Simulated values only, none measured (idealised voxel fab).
Process module heading - voxel transistor to metal
Shown is cross-section cut, with a width of 295 nm and square cells of size 5 nm.
Bands, listed from the top down, are how a cross-section gets written in this document; the cross-section itself is a grid of square cells, and a band is one or more rows of them.
It is stipulated that each band's entry specify, in nanometres, the height of the top of the band and then that of its bottom, followed by the materials of the band in left-to-right sequence, each together with its width in nanometres. A single material marked by the word "full width" is understood to fill the band from edge to edge; the word "empty" is understood to denote empty space.
Note: height 0 marks the level under which the wafer is uniformly one material as received. Lowest band unbounded below, written "top 0, no bottom".
The two numbers in a width such as "30->40" mark its ends across the band: the first belongs to the top row of cells, the second to the bottom row, and from each row to the next the width moves by the same amount.
"nothing was modified", as given for a step, is the statement that not any cell of the cross-section underwent a change during that step.
Basically, "Completely sealed voids" tells you about the enclosed voids: empty spaces with no open way to the top, 8 cells or bigger, each written width x height at distance, where distance is from the left edge, all in nm.
On each step's line, the part that comes after the settings is the simulator's own comment on the step.
For masked steps, "overlay nm" on the step line gives how far right of plan the mask actually lay; a minus sign means it lay to the left.

Steps in the process plan:
1) op RECEIVE | material Si
2) op CONFORMAL_DEP | material SiO2 | thk nm 5
3) op CONFORMAL_DEP | material SiN | thk nm 10
4) op PATTERN | tone cover | mask id ACTIVE | material resist | width nm 115 | pitch nm 145 | thk nm 15 | overlay nm 0
5) op DIRECTIONAL_ETCH | etch materials SiN | depth nm 10
6) op DIRECTIONAL_ETCH | etch materials SiO2 | depth nm 5
7) op DIRECTIONAL_ETCH | etch materials Si | depth nm 20
8) op STRIP | etch materials resist
9) op OXIDIZE | depth nm 5
10) op FILL_DEP | material SiO2 | thk nm 5
11) op CMP | height nm 15
12) op SELECTIVE_ETCH | etch materials SiO2 | depth nm 10
13) op STRIP | etch materials SiN
14) op SELECTIVE_ETCH | etch materials SiO2 | depth nm 5
15) op OXIDIZE | depth nm 5
16) op DIRECTIONAL_DEP | material polySi | thk nm 30
17) op DIRECTIONAL_DEP | material SiCN | thk nm 10
18) op DIRECTIONAL_DEP | material aC | thk nm 10
19) op PATTERN | tone cover | mask id GATE | material resist | width nm 35 | pitch nm 145 | thk nm 25 | overlay nm 0
20) op DIRECTIONAL_ETCH | etch materials aC | depth nm 10
21) op STRIP | etch materials resist
22) op DIRECTIONAL_ETCH | etch materials SiCN | depth nm 20
23) op DIRECTIONAL_ETCH | etch materials polySi | depth nm 40
24) op STRIP | etch materials aC
25) op CONFORMAL_DEP | material SiN | thk nm 10
26) op DIRECTIONAL_ETCH | etch materials SiN | depth nm 10
27) op DIRECTIONAL_ETCH | etch materials SiO2 | depth nm 5
28) op EPI | material pSi | thk nm 5
29) op FILL_DEP | material SiO2 | thk nm 10
30) op CMP | height nm 30
31) op STRIP | etch materials polySi
32) op SELECTIVE_ETCH | etch materials SiO2 | depth nm 5
33) op CONFORMAL_DEP | material HfO2 | thk nm 5
34) op CONFORMAL_DEP | material TiN | thk nm 5
35) op FILL_DEP | material W | thk nm 10
36) op CMP | height nm 25
37) op DIRECTIONAL_DEP | material SiO2 | thk nm 10
38) op MASKED_ETCH | tone open | mask id CONTACT | width nm 15 | etch materials SiO2 | depth nm 35 | overlay nm 0
39) op CONFORMAL_DEP | material TiN | thk nm 5
40) op FILL_DEP | material Ru | thk nm 5
41) op CMP | height nm 35
42) op DIRECTIONAL_DEP | material TiN | thk nm 5
43) op DIRECTIONAL_DEP | material Ru | thk nm 15
44) op DIRECTIONAL_DEP | material aC | thk nm 15
45) op PATTERN | tone cover | mask id METAL_1 | material resist | width nm 15 | thk nm 30 | overlay nm 0
46) op DIRECTIONAL_ETCH | etch materials aC | depth nm 15
47) op STRIP | etch materials resist
48) op DIRECTIONAL_ETCH | etch materials Ru | depth nm 15
49) op DIRECTIONAL_ETCH | etch materials TiN | depth nm 5
50) op STRIP | etch materials aC
51) op CONFORMAL_DEP | material SiN | thk nm 5
52) op FILL_DEP | material lowk | thk nm 5
53) op CMP | height nm 55
54) op CONFORMAL_DEP | material SiN | thk nm 5

Incoming wafer in cross-section (state: after step 1):
* top 0, no bottom: Si full width
* Completely sealed voids: none

Cross-section taken at module completion on the first of two wafers; processed per the plan:
* top 60, bottom 55: SiN full width
* top 55, bottom 40: lowk 20  SiN 5  Ru 15  SiN 5  lowk 55  SiN 5  Ru 15  SiN 5  lowk 40  SiN 5  Ru 15  SiN 5  lowk 55  SiN 5  Ru 15  SiN 5  lowk 25
* top 40, bottom 35: SiN 25  TiN 15  SiN 65  TiN 15  SiN 50  TiN 15  SiN 65  TiN 15  SiN 30
* top 35, bottom 25: SiO2 25  TiN 5  Ru 5  TiN 5  SiO2 65  TiN 5  Ru 5  TiN 5  SiO2 50  TiN 5  Ru 5  TiN 5  SiO2 65  TiN 5  Ru 5  TiN 5  SiO2 30
* top 25, bottom 5: SiO2 25  TiN 5  Ru 5  TiN 5  SiO2 5  SiN 10  HfO2 5  TiN 5  W 15  TiN 5  HfO2 5  SiN 10  SiO2 5  TiN 5  Ru 5  TiN 5  SiO2 50  TiN 5  Ru 5  TiN 5  SiO2 5  SiN 10  HfO2 5  TiN 5  W 15  TiN 5  HfO2 5  SiN 10  SiO2 5  TiN 5  Ru 5  TiN 5  SiO2 30
* top 5, bottom 0: SiO2 25  TiN 15  SiO2 5  SiN 10  HfO2 5  TiN 25  HfO2 5  SiN 10  SiO2 5  TiN 15  SiO2 50  TiN 15  SiO2 5  SiN 10  HfO2 5  TiN 25  HfO2 5  SiN 10  SiO2 5  TiN 15  SiO2 30
* top 0, bottom -5: SiO2 15  pSi 30  SiO2 5  HfO2 45  SiO2 5  pSi 30  SiO2 30  pSi 30  SiO2 5  HfO2 45  SiO2 5  pSi 30  SiO2 20
* top -5, bottom -25: SiO2 20  Si 105  SiO2 40  Si 105  SiO2 25
* top -25, no bottom: Si full width
* Completely sealed voids: none

Here's the second of our two wafers sectioned at module end. Same start as the first, same plan, but one mistake got made running it:
* top 60, bottom 55: SiN full width
* top 55, bottom 40: lowk 20  SiN 5  Ru 15  SiN 5  lowk 55  SiN 5  Ru 15  SiN 5  lowk 40  SiN 5  Ru 15  SiN 5  lowk 55  SiN 5  Ru 15  SiN 5  lowk 25
* top 40, bottom 35: SiN 25  TiN 15  SiN 65  TiN 15  SiN 50  TiN 15  SiN 65  TiN 15  SiN 30
* top 35, bottom 25: SiO2 25  TiN 5  Ru 5  TiN 5  SiO2 65  TiN 5  Ru 5  TiN 5  SiO2 50  TiN 5  Ru 5  TiN 5  SiO2 65  TiN 5  Ru 5  TiN 5  SiO2 30
* top 25, bottom 5: SiO2 25  TiN 5  Ru 5  TiN 5  SiO2 5  SiN 10  HfO2 5  TiN 5  W 15  TiN 5  HfO2 5  SiN 10  SiO2 5  TiN 5  Ru 5  TiN 5  SiO2 50  TiN 5  Ru 5  TiN 5  SiO2 5  SiN 10  HfO2 5  TiN 5  W 15  TiN 5  HfO2 5  SiN 10  SiO2 5  TiN 5  Ru 5  TiN 5  SiO2 30
* top 5, bottom 0: SiO2 25  TiN 15  SiO2 5  SiN 10  HfO2 5  TiN 25  HfO2 5  SiN 10  SiO2 5  TiN 15  SiO2 50  TiN 15  SiO2 5  SiN 10  HfO2 5  TiN 25  HfO2 5  SiN 10  SiO2 5  TiN 15  SiO2 30
* top 0, bottom -5: pSi 15  SiO2 35  HfO2 45  SiO2 35  pSi 30  SiO2 35  HfO2 45  SiO2 35  pSi 20
* top -5, bottom -25: Si 10  SiO2 125  Si 20  SiO2 125  Si 15
* top -25, no bottom: Si full width
* Completely sealed voids: none
what went wrong: step 4 ran as: op PATTERN | tone open | mask id ACTIVE | material resist | width nm 115 | pitch nm 145 | thk nm 15 | overlay nm 0
Upon completion, the second wafer contains, in terms of cells, a greater or smaller amount of certain materials than the first wafer: 132 fewer of Si; 143 more of SiO2; 11 fewer of pSi
